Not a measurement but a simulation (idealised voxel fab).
voxel tone inversion: a process module
The figure presents cross-section cut, which has a width of 200 nm and is divided into square cells with an edge length of 5 nm.
Cross-section format: a grid of square cells, given as bands from top to bottom; each band is one or more rows of cells.
Band: top and bottom heights (nm) first, top before bottom; then materials from left to right, widths in nm. "edge to edge" marks a sole material filling the band edge to edge. "empty" denotes empty space.
Heads up on the height convention: 0 is the point under which the incoming wafer is all one material, and the lowest band has no bottom, it just keeps going down, like "0 down".
Note: "30 to 40" means the width goes from the first number (top row of the band) to the second number (bottom row) in equal steps per row of cells.
"changes: none" -> step changed no cross-section cell.
"Sealed void listing" means: voids of 8 cells or more that are shut off from the top with no open way through. Written width x height at distance, distance from the left edge, in nm.
Read whatever lies past the settings on a step's line as the simulator's own remark about the step.
A step's line can hold "overlay nm"; with a mask on that step, the setting says how far right of the planned place the mask lay, while a negative setting says it lay to the left.
# Set out below are the planned steps of the process
1,op RECEIVE | material Si
2,op CONFORMAL_DEP | material SiN | thk nm 5
3,op DIRECTIONAL_DEP | material aC | thk nm 25
4,op PATTERN | tone cover | mask id POSTS | material resist | width nm 25 | pitch nm 50 | thk nm 35 | overlay nm 0
5,op DIRECTIONAL_ETCH | etch materials aC | depth nm 25
6,op STRIP | etch materials resist
7,op FILL_DEP | material SiO2 | thk nm 10
8,op CMP | height nm 30
9,op STRIP | etch materials aC
10,op CONFORMAL_DEP | material TiN | thk nm 5
11,op FILL_DEP | material Cu | thk nm 5
12,op CMP | height nm 30
13,op CONFORMAL_DEP | material SiN | thk nm 5
# The first of two wafers, run as planned
# Wafer as received: cross-section following step 1
> 0 down | Si edge to edge
> Sealed void listing: none
# Once step 2 is through, the wafer looks like this in cross-section
> 5 to 0 | SiN edge to edge
> At heights below 0, the structure remains unaltered.
# Once step 3 is through, the wafer looks like this in cross-section
> 30 to 5 | aC edge to edge
> At heights below 5, the structure remains unaltered.
# Once step 4 is through, the wafer looks like this in cross-section
> 65 to 30 | 60 nm empty; 25 nm resist; 25 nm empty; 25 nm resist; 65 nm empty
> At heights below 30, the structure remains unaltered.
# Once step 5 is through, the wafer looks like this in cross-section
> 40 to 30 | 60 nm empty; 25 nm resist; 25 nm empty; 25 nm resist; 65 nm empty
> 30 to 5 | 60 nm empty; 25 nm aC; 25 nm empty; 25 nm aC; 65 nm empty
> At heights below 5, the structure remains unaltered.
# Once step 6 is through, the wafer looks like this in cross-section
> 30 to 5 | 60 nm empty; 25 nm aC; 25 nm empty; 25 nm aC; 65 nm empty
> At heights below 5, the structure remains unaltered.
# Once step 7 is through, the wafer looks like this in cross-section
> 40 to 30 | SiO2 edge to edge
> 30 to 5 | 60 nm SiO2; 25 nm aC; 25 nm SiO2; 25 nm aC; 65 nm SiO2
> At heights below 5, the structure remains unaltered.
# Once step 8 is through, the wafer looks like this in cross-section
> 30 to 5 | 60 nm SiO2; 25 nm aC; 25 nm SiO2; 25 nm aC; 65 nm SiO2
> At heights below 5, the structure remains unaltered.
# Once step 9 is through, the wafer looks like this in cross-section
> 30 to 5 | 60 nm SiO2; 25 nm empty; 25 nm SiO2; 25 nm empty; 65 nm SiO2
> At heights below 5, the structure remains unaltered.
# Once step 10 is through, the wafer looks like this in cross-section
> 35 to 30 | 65 nm TiN; 15 nm empty; 35 nm TiN; 15 nm empty; 70 nm TiN
> 30 to 10 | 60 nm SiO2; 5 nm TiN; 15 nm empty; 5 nm TiN; 25 nm SiO2; 5 nm TiN; 15 nm empty; 5 nm TiN; 65 nm SiO2
> 10 to 5 | 60 nm SiO2; 25 nm TiN; 25 nm SiO2; 25 nm TiN; 65 nm SiO2
> At heights below 5, the structure remains unaltered.
# Once step 11 is through, the wafer looks like this in cross-section
> 40 to 35 | Cu edge to edge
> 35 to 30 | 65 nm TiN; 15 nm Cu; 35 nm TiN; 15 nm Cu; 70 nm TiN
> 30 to 10 | 60 nm SiO2; 5 nm TiN; 15 nm Cu; 5 nm TiN; 25 nm SiO2; 5 nm TiN; 15 nm Cu; 5 nm TiN; 65 nm SiO2
> At heights below 10, the structure remains unaltered.
# Once step 12 is through, the wafer looks like this in cross-section
> 30 to 10 | 60 nm SiO2; 5 nm TiN; 15 nm Cu; 5 nm TiN; 25 nm SiO2; 5 nm TiN; 15 nm Cu; 5 nm TiN; 65 nm SiO2
> At heights below 10, the structure remains unaltered.
# Once step 13 is through, the wafer looks like this in cross-section
> 35 to 30 | SiN edge to edge
> At heights below 30, the structure remains unaltered.
# Second wafer. Start and plan as for the first. One mistake made in running. Agrees with the first up to and including step 3
# Cross-section, second wafer, at the end time the plan gives for step 4
> 65 to 30 | 60 nm resist; 25 nm empty; 25 nm resist; 25 nm empty; 65 nm resist
> At heights below 30, the structure remains unaltered.
# Cross-section, second wafer, at the end time the plan gives for step 5
> 40 to 30 | 60 nm resist; 25 nm empty; 25 nm resist; 25 nm empty; 65 nm resist
> 30 to 5 | 60 nm aC; 25 nm empty; 25 nm aC; 25 nm empty; 65 nm aC
> At heights below 5, the structure remains unaltered.
# Cross-section, second wafer, at the end time the plan gives for step 6
> 30 to 5 | 60 nm aC; 25 nm empty; 25 nm aC; 25 nm empty; 65 nm aC
> At heights below 5, the structure remains unaltered.
# Cross-section, second wafer, at the end time the plan gives for step 7
> 40 to 30 | SiO2 edge to edge
> 30 to 5 | 60 nm aC; 25 nm SiO2; 25 nm aC; 25 nm SiO2; 65 nm aC
> At heights below 5, the structure remains unaltered.
# Cross-section, second wafer, at the end time the plan gives for step 8
> 30 to 5 | 60 nm aC; 25 nm SiO2; 25 nm aC; 25 nm SiO2; 65 nm aC
> At heights below 5, the structure remains unaltered.
# Cross-section, second wafer, at the end time the plan gives for step 9
> 30 to 5 | 60 nm empty; 25 nm SiO2; 25 nm empty; 25 nm SiO2; 65 nm empty
> At heights below 5, the structure remains unaltered.
# Cross-section, second wafer, at the end time the plan gives for step 10
> 35 to 30 | 55 nm empty; 35 nm TiN; 15 nm empty; 35 nm TiN; 60 nm empty
> 30 to 10 | 55 nm empty; 5 nm TiN; 25 nm SiO2; 5 nm TiN; 15 nm empty; 5 nm TiN; 25 nm SiO2; 5 nm TiN; 60 nm empty
> 10 to 5 | 60 nm TiN; 25 nm SiO2; 25 nm TiN; 25 nm SiO2; 65 nm TiN
> At heights below 5, the structure remains unaltered.
# Cross-section, second wafer, at the end time the plan gives for step 11
> 40 to 35 | Cu edge to edge
> 35 to 30 | 55 nm Cu; 35 nm TiN; 15 nm Cu; 35 nm TiN; 60 nm Cu
> 30 to 10 | 55 nm Cu; 5 nm TiN; 25 nm SiO2; 5 nm TiN; 15 nm Cu; 5 nm TiN; 25 nm SiO2; 5 nm TiN; 60 nm Cu
> At heights below 10, the structure remains unaltered.
# Cross-section, second wafer, at the end time the plan gives for step 12
> 30 to 10 | 55 nm Cu; 5 nm TiN; 25 nm SiO2; 5 nm TiN; 15 nm Cu; 5 nm TiN; 25 nm SiO2; 5 nm TiN; 60 nm Cu
> At heights below 10, the structure remains unaltered.
# Cross-section, second wafer, at the end time the plan gives for step 13
> 35 to 30 | SiN edge to edge
> At heights below 30, the structure remains unaltered.
Nonconformance to the process plan: step 4 was not run as planned; what actually ran was op PATTERN | tone open | mask id POSTS | material resist | width nm 25 | pitch nm 50 | thk nm 35 | overlay nm 0
In the final state, the cell counts of the second wafer exceed or fall short of those of the first for the following materials: 80 more of Cu; 100 fewer of SiO2; 20 more of TiN
